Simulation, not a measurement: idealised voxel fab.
Proc. module: voxel ribs on slabs
The cross-section shown here is cut; it is 285 nm wide and divided into square cells measuring 5 nm on a side.
Each cross-section below is a grid of square cells, stated as bands in top-down order, with one or more rows of cells making up each band. First you get the band's top height and its bottom height, in nm, and then the materials it's made of, left to right, with each width in nm. If you see a single material with "all across", that one covers the band edge to edge. "blank" is empty space. Below 0: as-received wafer, all one material; heights counted from there. Lowest band: no bottom, goes on down, written "from 0 down". It should be noted that a width expressed as "30->40" varies in equal increments from row to row of cells within the band, taking the value of the first number at the top row and that of the second number at the bottom row. Where the words "remains unaltered" appear for a step, the cross-section shows no cell changed by that step; every cell remained as before. Heads up: "Voids lacking openings" only lists the empty pockets with no open path to the top that are 8 cells or more, and it writes them as width x height at distance, distance from the left edge, in nm. after a step's settings: what the simulator itself notes on the step. Steps that use a mask can have "overlay nm" on their line. It says how far the mask sat to the right of where it was meant to be. Negative means to the left.

### Process steps - plan
1: RECEIVE (material Si)
2: DIRECTIONAL_DEP (material SiO2; thk nm 30)
3: DIRECTIONAL_DEP (material polySi; thk nm 20)
4: PATTERN (tone cover; mask id RIB; material resist; width nm 25; thk nm 20; overlay nm 0)
5: DIRECTIONAL_ETCH (etch materials polySi; depth nm 5)
6: STRIP (etch materials resist)
7: DIRECTIONAL_DEP (material aC; thk nm 10)
8: PATTERN (tone cover; mask id SLAB; material resist; width nm 75; thk nm 30; overlay nm 0)
9: DIRECTIONAL_ETCH (etch materials aC; depth nm 10)
10: STRIP (etch materials resist)
11: DIRECTIONAL_ETCH (etch materials polySi; depth nm 15)
12: STRIP (etch materials aC)
13: FILL_DEP (material SiO2; thk nm 25)
14: CMP (height nm 65)
15: DIRECTIONAL_DEP (material W; thk nm 10)
16: MASKED_ETCH (tone cover; mask id HEATER; width nm 35; etch materials W; depth nm 10; overlay nm 0)
17: CONFORMAL_DEP (material SiO2; thk nm 5)

### First of two wafers, processed according to plan

### Cross-section of the wafer upon arrival, representing the state reached after step 1
  from 0 down = Si all across
  Voids lacking openings: none

### Wafer after step 2 (cross-section)
  from 30 to 0 = SiO2 all across
  Rest of section, below 0: as before.

### Wafer after step 3 (cross-section)
  from 50 to 30 = polySi all across
  Rest of section, below 30: as before.

### Wafer after step 4 (cross-section)
  from 70 to 50 = blank=130 / resist=25 / blank=130
  Rest of section, below 50: as before.

### Wafer after step 5 (cross-section)
  from 70 to 50 = blank=130 / resist=25 / blank=130
  from 50 to 45 = blank=130 / polySi=25 / blank=130
  Rest of section, below 45: as before.

### Wafer after step 6 (cross-section)
  from 50 to 45 = blank=130 / polySi=25 / blank=130
  Rest of section, below 45: as before.

### Wafer after step 7 (cross-section)
  from 60 to 55 = blank=130 / aC=25 / blank=130
  from 55 to 50 = aC all across
  from 50 to 45 = aC=130 / polySi=25 / aC=130
  Rest of section, below 45: as before.

### Wafer after step 8 (cross-section)
  from 90 to 60 = blank=105 / resist=75 / blank=105
  from 60 to 55 = blank=105 / resist=25 / aC=25 / resist=25 / blank=105
  Rest of section, below 55: as before.

### Wafer after step 9 (cross-section)
  from 80 to 60 = blank=105 / resist=75 / blank=105
  from 60 to 55 = blank=105 / resist=25 / aC=25 / resist=25 / blank=105
  from 55 to 50 = blank=105 / aC=75 / blank=105
  from 50 to 45 = blank=105 / aC=25 / polySi=25 / aC=25 / blank=105
  Rest of section, below 45: as before.

### Wafer after step 10 (cross-section)
  from 60 to 50 = blank=130->105 / aC=25->75 / blank=130->105
  Rest of section, below 50: as before.

### Wafer after step 11 (cross-section)
  from 60 to 50 = blank=130->105 / aC=25->75 / blank=130->105
  from 50 to 45 = blank=105 / aC=25 / polySi=25 / aC=25 / blank=105
  from 45 to 30 = blank=105 / polySi=75 / blank=105
  Rest of section, below 30: as before.

### Wafer after step 12 (cross-section)
  from 50 to 45 = blank=130 / polySi=25 / blank=130
  Rest of section, below 45: as before.

### Wafer after step 13 (cross-section)
  from 75 to 50 = SiO2 all across
  from 50 to 45 = SiO2=130 / polySi=25 / SiO2=130
  from 45 to 30 = SiO2=105 / polySi=75 / SiO2=105
  Rest of section, below 30: as before.

### Wafer after step 14 (cross-section)
  from 65 to 50 = SiO2 all across
  Rest of section, below 50: as before.

### Wafer after step 15 (cross-section)
  from 75 to 65 = W all across
  Rest of section, below 65: as before.

### Wafer after step 16 (cross-section)
  from 75 to 65 = blank=125 / W=35 / blank=125
  Rest of section, below 65: as before.

### Wafer after step 17 (cross-section)
  from 80 to 75 = blank=120 / SiO2=45 / blank=120
  from 75 to 70 = blank=120 / SiO2=5 / W=35 / SiO2=5 / blank=120
  from 70 to 65 = SiO2=125 / W=35 / SiO2=125
  Rest of section, below 65: as before.

### Here the second wafer is described. Its start and its plan were those of the first wafer. Its run contained one mistake. Up to and including step 6, it did exactly what the first wafer did

### Second wafer at the planned finish of step 7, seen in cross-section
  from 60 to 55 = blank=130 / polySi=25 / blank=130
  from 55 to 30 = polySi all across
  Rest of section, below 30: as before.

### Second wafer at the planned finish of step 8, seen in cross-section
  from 90 to 60 = blank=105 / resist=75 / blank=105
  from 60 to 55 = blank=105 / resist=25 / polySi=25 / resist=25 / blank=105
  Rest of section, below 55: as before.

### Second wafer at the planned finish of step 9, seen in cross-section
  from 80 to 60 = blank=105 / resist=75 / blank=105
  Rest of section, below 60: as before.

### Second wafer at the planned finish of step 10, seen in cross-section
  from 60 to 55 = blank=130 / polySi=25 / blank=130
  Rest of section, below 55: as before.

### Second wafer at the planned finish of step 11, seen in cross-section
  from 45 to 40 = blank=130 / polySi=25 / blank=130
  Rest of section, below 40: as before.

Second wafer at the planned finish of step 12, seen in cross-section: remains unaltered

### Second wafer at the planned finish of step 13, seen in cross-section
  from 70 to 45 = SiO2 all across
  from 45 to 40 = SiO2=130 / polySi=25 / SiO2=130
  Rest of section, below 40: as before.

### Second wafer at the planned finish of step 14, seen in cross-section
  from 65 to 45 = SiO2 all across
  Rest of section, below 45: as before.

### Second wafer at the planned finish of step 15, seen in cross-section
  from 75 to 65 = W all across
  Rest of section, below 65: as before.

### Second wafer at the planned finish of step 16, seen in cross-section
  from 75 to 65 = blank=125 / W=35 / blank=125
  Rest of section, below 65: as before.

### Second wafer at the planned finish of step 17, seen in cross-section
  from 80 to 75 = blank=120 / SiO2=45 / blank=120
  from 75 to 70 = blank=120 / SiO2=5 / W=35 / SiO2=5 / blank=120
  from 70 to 65 = SiO2=125 / W=35 / SiO2=125
  Rest of section, below 65: as before.
It is concluded that the wafer was processed incorrectly with respect to the plan, in that step 7 off recipe, ran as DIRECTIONAL_DEP (material polySi; thk nm 10)
The second wafer ends with more or fewer cells of some materials than the first, per final count: 69 fewer of SiO2 | 69 more of polySi
